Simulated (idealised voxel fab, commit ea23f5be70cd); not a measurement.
This section sets out a process module, namely voxel ribs on slabs.
We display cut, a cross-section 155 nm in width whose square cells are each 5 nm.
We lay out every cross-section as a grid of square cells and spell it out in bands from the top down, where one band means one or more rows of cells. Per band: top height and bottom height in nm, followed by the left-to-right materials and their widths in nm; "everywhere" marks a single material spanning edge to edge, "empty" marks empty space. Basically, 0 is our baseline, since under it the wafer straight out of the box is all one material. The bottom band has no lower end and keeps on going down, so it looks like "0 -> down". So if you see something like "30..40" for the width, read it as the top row of the band sitting at the first number and the bottom row at the second, with every row in between moving by the same amount as the last. What does "remained the same" mean for a step? It means no cell of the cross-section changed in that step. The entry "Enclosed void inventory" lists the empty spaces that cover at least 8 cells and have no open path to the top. Each is written as width x height at distance, where the distance is measured from the left edge and all three values are in nm. That trailing text on a step's line, after the settings, is the simulator's own remark on the step. overlay nm: where the mask lay relative to plan, measured to the right, on steps with a mask; negatives go left.
These are the steps we planned for the process
| 1 | RECEIVE: material Si |
| 2 | DIRECTIONAL_DEP: material SiO2, thk nm 25 |
| 3 | DIRECTIONAL_DEP: material SiN, thk nm 20 |
| 4 | DIRECTIONAL_DEP: material aC, thk nm 10 |
| 5 | PATTERN: tone cover, mask id RIB, material resist, width nm 30, thk nm 25, overlay nm 0 |
| 6 | DIRECTIONAL_ETCH: etch materials aC, depth nm 10 |
| 7 | STRIP: etch materials resist |
| 8 | DIRECTIONAL_ETCH: etch materials SiN, depth nm 5 |
| 9 | STRIP: etch materials aC |
| 10 | MASKED_ETCH: tone cover, mask id SLAB, width nm 90, etch materials SiN, depth nm 15, overlay nm 0 |
| 11 | FILL_DEP: material SiO2, thk nm 25 |
| 12 | CMP: height nm 60 |
| 13 | DIRECTIONAL_DEP: material W, thk nm 5 |
| 14 | DIRECTIONAL_DEP: material aC, thk nm 15 |
| 15 | PATTERN: tone cover, mask id HEATER, material resist, width nm 40, thk nm 30, overlay nm 0 |
| 16 | DIRECTIONAL_ETCH: etch materials aC, depth nm 15 |
| 17 | STRIP: etch materials resist |
| 18 | DIRECTIONAL_ETCH: etch materials W, depth nm 5 |
| 19 | STRIP: etch materials aC |
| 20 | CONFORMAL_DEP: material SiO2, thk nm 10 |
Wafer as received: cross-section following step 1
* 0 -> down = Si everywhere
* Enclosed void inventory: none
Cross-section, end of module. Start: as above. Plan: as above. Execution: one mistake
* 75 -> 70 = 45 nm empty, then 60 nm SiO2, then 50 nm empty
* 70 -> 65 = SiO2 everywhere
* 65 -> 60 = 55 nm SiO2, then 40 nm W, then 60 nm SiO2
* 60 -> 45 = SiO2 everywhere
* 45 -> 40 = 55 nm SiO2, then 30 nm SiN, then 70 nm SiO2
* 40 -> 25 = 30 nm SiO2, then 90 nm SiN, then 35 nm SiO2
* 25 -> 0 = SiO2 everywhere
* 0 -> down = Si everywhere
* Enclosed void inventory: none
Short version of what went wrong: step 5, actual vs plan mismatch, actual run PATTERN: tone cover, mask id RIB, material resist, width nm 30, thk nm 25, overlay nm -5
